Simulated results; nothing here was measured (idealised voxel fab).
The process module that follows is named voxel gate over fins.
This is section cut - it's 155 nm across, gridded in 5 nm square cells.
Reading order for cross-sections: top band down to bottom band. Underlying form: a grid of square cells. Band size: one or more rows of cells. A band entry consists of two parts. The first gives the height of the band's top and the height of its bottom, in nm. The rest lists the band's materials from left to right, each with its width in nm. A single material labelled with the word "throughout" fills the band from edge to edge, and the word "air" marks empty space. Convention: height 0 is the level below which the wafer, as received, is all one material. The lowest band does not terminate at the bottom but continues downward, represented as "z 0 and below". The width entry "30->40" should be interpreted row by row: the top row of cells in the band takes the first number, the bottom row takes the second number, and the change between adjacent rows is uniform throughout. Take "identical to before" at face value: in the step it is given for, the cross-section changed in none of its cells. Closed-off voids of 8+ cells (no open route to the top) go in "Enclosed void entries", written width x height at distance from the left edge, in nm. On each step's line, the part that comes after the settings is the simulator's own comment on the step. overlay nm: mask right of planned place by this much (step with mask). Neg. = left.

-- Below is the list of planned process steps
1. RECEIVE | material Si
2. CONFORMAL_DEP | material SiN | thk nm 10
3. DIRECTIONAL_DEP | material aC | thk nm 15
4. PATTERN | tone cover | mask id FINS | material resist | width nm 15 | pitch nm 50 | thk nm 35 | overlay nm 0
5. DIRECTIONAL_ETCH | etch materials aC | depth nm 15
6. STRIP | etch materials resist
7. DIRECTIONAL_ETCH | etch materials SiN | depth nm 10
8. DIRECTIONAL_ETCH | etch materials Si | depth nm 35
9. STRIP | etch materials aC
10. FILL_DEP | material SiO2 | thk nm 5
11. CMP | height nm 10
12. DIRECTIONAL_DEP | material aC | thk nm 10
13. PATTERN | tone open | mask id RAIL | material resist | width nm 15 | thk nm 30 | overlay nm 0
14. DIRECTIONAL_ETCH | etch materials aC | depth nm 10
15. STRIP | etch materials resist
16. DIRECTIONAL_ETCH | etch materials SiO2 | depth nm 40
17. STRIP | etch materials aC
18. CONFORMAL_DEP | material TiN | thk nm 5
19. FILL_DEP | material W | thk nm 5
20. CMP | height nm 10
21. SELECTIVE_ETCH | etch materials W Ru TiN | depth nm 25
22. FILL_DEP | material SiO2 | thk nm 5
23. CMP | height nm 10
24. SELECTIVE_ETCH | etch materials SiO2 | depth nm 20
25. STRIP | etch materials SiN
26. CONFORMAL_DEP | material HfO2 | thk nm 5
27. CONFORMAL_DEP | material TiN | thk nm 5
28. FILL_DEP | material W | thk nm 15
29. CMP | height nm 20
30. CONFORMAL_DEP | material SiN | thk nm 10

-- Delivered wafer in cross-section: state after step 1
    z 0 and below  Si throughout
    Enclosed void entries: none

-- As-planned run: cross-section of the first of two wafers at end of module
    z 30 to 20  SiN throughout
    z 20 to 10  W throughout
    z 10 to 5  W 10 nm / TiN 35 nm / W 15 nm / TiN 35 nm / W 15 nm / TiN 35 nm / W 10 nm
    z 5 to 0  W 10 nm / TiN 5 nm / HfO2 25 nm / TiN 5 nm / W 15 nm / TiN 5 nm / HfO2 25 nm / TiN 5 nm / W 15 nm / TiN 5 nm / HfO2 25 nm / TiN 5 nm / W 10 nm
    z 0 to -5  TiN 15 nm / HfO2 5 nm / Si 15 nm / HfO2 5 nm / TiN 25 nm / HfO2 5 nm / Si 15 nm / HfO2 5 nm / TiN 25 nm / HfO2 5 nm / Si 15 nm / HfO2 5 nm / TiN 15 nm
    z -5 to -10  HfO2 20 nm / Si 15 nm / HfO2 35 nm / Si 15 nm / HfO2 35 nm / Si 15 nm / HfO2 20 nm
    z -10 to -15  SiO2 20 nm / Si 15 nm / SiO2 35 nm / Si 15 nm / SiO2 35 nm / Si 15 nm / SiO2 20 nm
    z -15 to -25  SiO2 20 nm / Si 15 nm / SiO2 10 nm / TiN 5 nm / W 5 nm / TiN 5 nm / SiO2 10 nm / Si 15 nm / SiO2 35 nm / Si 15 nm / SiO2 20 nm
    z -25 to -30  SiO2 20 nm / Si 15 nm / SiO2 10 nm / TiN 15 nm / SiO2 10 nm / Si 15 nm / SiO2 35 nm / Si 15 nm / SiO2 20 nm
    z -30 to -35  SiO2 20 nm / Si 15 nm / SiO2 35 nm / Si 15 nm / SiO2 35 nm / Si 15 nm / SiO2 20 nm
    z -35 and below  Si throughout
    Enclosed void entries: none

-- Second wafer of the two, sectioned at the end of the module. It began like the first and followed the same plan, but one mistake was made while running it
    z 30 to 20  SiN throughout
    z 20 to 5  W throughout
    z 5 to 0  W 15 nm / TiN 25 nm / W 25 nm / TiN 25 nm / W 25 nm / TiN 25 nm / W 15 nm
    z 0 to -5  W 15 nm / TiN 5 nm / Si 15 nm / TiN 5 nm / W 25 nm / TiN 5 nm / Si 15 nm / TiN 5 nm / W 25 nm / TiN 5 nm / Si 15 nm / TiN 5 nm / W 15 nm
    z -5 to -10  TiN 20 nm / Si 15 nm / TiN 35 nm / Si 15 nm / TiN 35 nm / Si 15 nm / TiN 20 nm
    z -10 to -15  SiO2 20 nm / Si 15 nm / SiO2 35 nm / Si 15 nm / SiO2 35 nm / Si 15 nm / SiO2 20 nm
    z -15 to -25  SiO2 20 nm / Si 15 nm / SiO2 10 nm / TiN 5 nm / W 5 nm / TiN 5 nm / SiO2 10 nm / Si 15 nm / SiO2 35 nm / Si 15 nm / SiO2 20 nm
    z -25 to -30  SiO2 20 nm / Si 15 nm / SiO2 10 nm / TiN 15 nm / SiO2 10 nm / Si 15 nm / SiO2 35 nm / Si 15 nm / SiO2 20 nm
    z -30 to -35  SiO2 20 nm / Si 15 nm / SiO2 35 nm / Si 15 nm / SiO2 35 nm / Si 15 nm / SiO2 20 nm
    z -35 and below  Si throughout
    Enclosed void entries: none
Where did the run depart from the plan? the run left out plan step 26 entirely, so it was never executed
Per the end-of-run cell counts, the second wafer holds more or fewer of some materials than the first: HfO2 -43, W +43
